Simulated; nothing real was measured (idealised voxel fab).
You're looking at the process module voxel gate over fins.
In the cross-section labelled cut, the width is 230 nm and each square cell is 5 nm.
Cross-section layout: square cells on a grid; listed as bands, top to bottom; a band spans one or more cell rows. Heights first: top, then bottom, in nm. Then materials, left to right, each with a width in nm. "all across" on a single material: fills the band edge to edge. "blank": empty space. Heights from 0 (as-received wafer is one material below). Bottom band endless downward, as "0 and below". The notation "30..40" denotes a width that varies across the rows of cells in the band, beginning at the first number in the top row, finishing at the second number in the bottom row, and changing by an identical amount from each row to the next. The designation "no change occurred", where it is given for a processing step, indicates that no cell of the cross-section was altered in the course of that step. Under "Encapsulated voids" you'll find the enclosed gaps, the ones with no way out to the top, that are 8 cells or bigger; each reads width x height at distance, with distance counted from the left edge, everything in nm. Formally, on a step line, whatever follows the settings is a remark that the simulator itself makes on the step. "overlay nm", when on a step's line for a step with a mask, measures how far to the right of its planned place the mask lay; a negative measure means to the left.
### Set out below are the planned steps of the process
1 RECEIVE with material Si
2 CONFORMAL_DEP with material SiN, thk nm 5
3 MASKED_ETCH with tone cover, mask id FINS, width nm 15, pitch nm 45, etch materials SiN, depth nm 5, overlay nm 0
4 MASKED_ETCH with tone cover, mask id FINS, width nm 15, pitch nm 45, etch materials Si, depth nm 40, overlay nm 0
5 FILL_DEP with material SiO2, thk nm 5
6 CMP with height nm 5
7 SELECTIVE_ETCH with etch materials SiO2, depth nm 15
8 STRIP with etch materials SiN
9 CONFORMAL_DEP with material HfO2, thk nm 5
10 CONFORMAL_DEP with material TiN, thk nm 5
11 FILL_DEP with material W, thk nm 10
12 CMP with height nm 15
13 CONFORMAL_DEP with material SiCN, thk nm 5
### Cross-section, incoming material, after step 1
* 0 and below | Si all across
* Encapsulated voids: none
### Here's the cross-section of the first of our two wafers at the end of the module - it ran as planned
* 20 down to 15 | SiCN all across
* 15 down to 10 | W all across
* 10 down to 5 | W=75, then TiN=35, then W=10, then TiN=35, then W=75
* 5 down to 0 | W=75, then TiN=5, then HfO2=25, then TiN=5, then W=10, then TiN=5, then HfO2=25, then TiN=5, then W=75
* 0 down to -5 | TiN=80, then HfO2=5, then Si=15, then HfO2=5, then TiN=20, then HfO2=5, then Si=15, then HfO2=5, then TiN=80
* -5 down to -10 | HfO2=85, then Si=15, then HfO2=30, then Si=15, then HfO2=85
* -10 down to -40 | SiO2=85, then Si=15, then SiO2=30, then Si=15, then SiO2=85
* -40 and below | Si all across
* Encapsulated voids: none
### Same start, same plan as the first wafer - but one mistake in the run. Cross-section of the second of the two at the end of the module
* 20 down to 15 | SiCN all across
* 15 down to 10 | W all across
* 10 down to 5 | W=75, then HfO2=35, then W=10, then HfO2=35, then W=75
* 5 down to 0 | W=75, then HfO2=5, then TiN=25, then HfO2=5, then W=10, then HfO2=5, then TiN=25, then HfO2=5, then W=75
* 0 down to -5 | HfO2=80, then TiN=5, then Si=15, then TiN=5, then HfO2=20, then TiN=5, then Si=15, then TiN=5, then HfO2=80
* -5 down to -10 | TiN=85, then Si=15, then TiN=30, then Si=15, then TiN=85
* -10 down to -40 | SiO2=85, then Si=15, then SiO2=30, then Si=15, then SiO2=85
* -40 and below | Si all across
* Encapsulated voids: none
So what did we get wrong on this run? the run placed steps 9 and 10 each in the position the plan gave to the other
at the end the second wafer has, in cells: as many of each material as the first, in other places
